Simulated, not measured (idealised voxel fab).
Process module heading - voxel released beams
Section shown: cut. Width: 285 nm. Cell size: 5 nm, square.
How to read a cross-section here: the picture is a grid of square cells, written as bands going from the top down, and any band can span one or more rows of cells. Quick guide to a band line: top height, bottom height (nm) up front; then every material left to right with its width in nm. Only one material and it's marked "all across"? Then it fills the band edge to edge. And "air" just means empty space. The level at which height equals 0 is the one under which the wafer, as it arrives, is entirely one material. No lower edge exists for the bottom band, which continues downward and is notated as in "0 -> down". Read "30 to 40" as a graded width: first number on top, second number at the bottom, same change between each pair of neighbouring rows. It should be understood that the words "nothing different", when stated for a given step, signify that the cross-section underwent no change in any of its cells during that step. Empty spaces without an open route to the top, at least 8 cells in extent, make up the entry "Enclosed void entries"; each is given as width x height at distance, where the distance is measured from the left edge, and all are in nm. Formally, on a step line, whatever follows the settings is a remark that the simulator itself makes on the step. Steps that use a mask can have "overlay nm" on their line. It says how far the mask sat to the right of where it was meant to be. Negative means to the left.
**Process steps (planned)**
1 RECEIVE,material Si
2 CONFORMAL_DEP,material Al2O3,thk nm 5
3 DIRECTIONAL_DEP,material SiO2,thk nm 20
4 MASKED_ETCH,tone open,mask id ANCHOR,width nm 35,etch materials SiO2,depth nm 20,overlay nm 0
5 CONFORMAL_DEP,material polySi,thk nm 15
6 MASKED_ETCH,tone cover,mask id BEAM,width nm 90,etch materials polySi,depth nm 15,overlay nm 0
7 STRIP,etch materials SiO2
**Wafer cross-section on receipt, i.e. after step 1**
0 -> down | Si all across
Enclosed void entries: none
**First wafer of two, sectioned at end of module; run went per plan**
40 -> 25 | air (95), polySi (20), air (5), polySi (65), air (100)
25 -> 20 | air (100), polySi (15), air (5), polySi (15), air (150)
20 -> 5 | air (100), polySi (35), air (150)
5 -> 0 | Al2O3 all across
0 -> down | Si all across
Enclosed void entries: none
**Cross-sectional view of the second of two wafers upon completion of the module. This wafer shared its starting condition and process plan with the first; one error was made during its execution**
35 -> 20 | air (95), polySi (20), air (5), polySi (65), air (100)
20 -> 15 | air (100), polySi (15), air (5), polySi (15), air (150)
15 -> 0 | air (100), polySi (35), air (150)
0 -> down | Si all across
Enclosed void entries: none
what went wrong: step 2 of the plan was excluded from execution and never run
Wafer comparison, final, in cells, second relative to first, materials more or fewer: Al2O3: 57 fewer
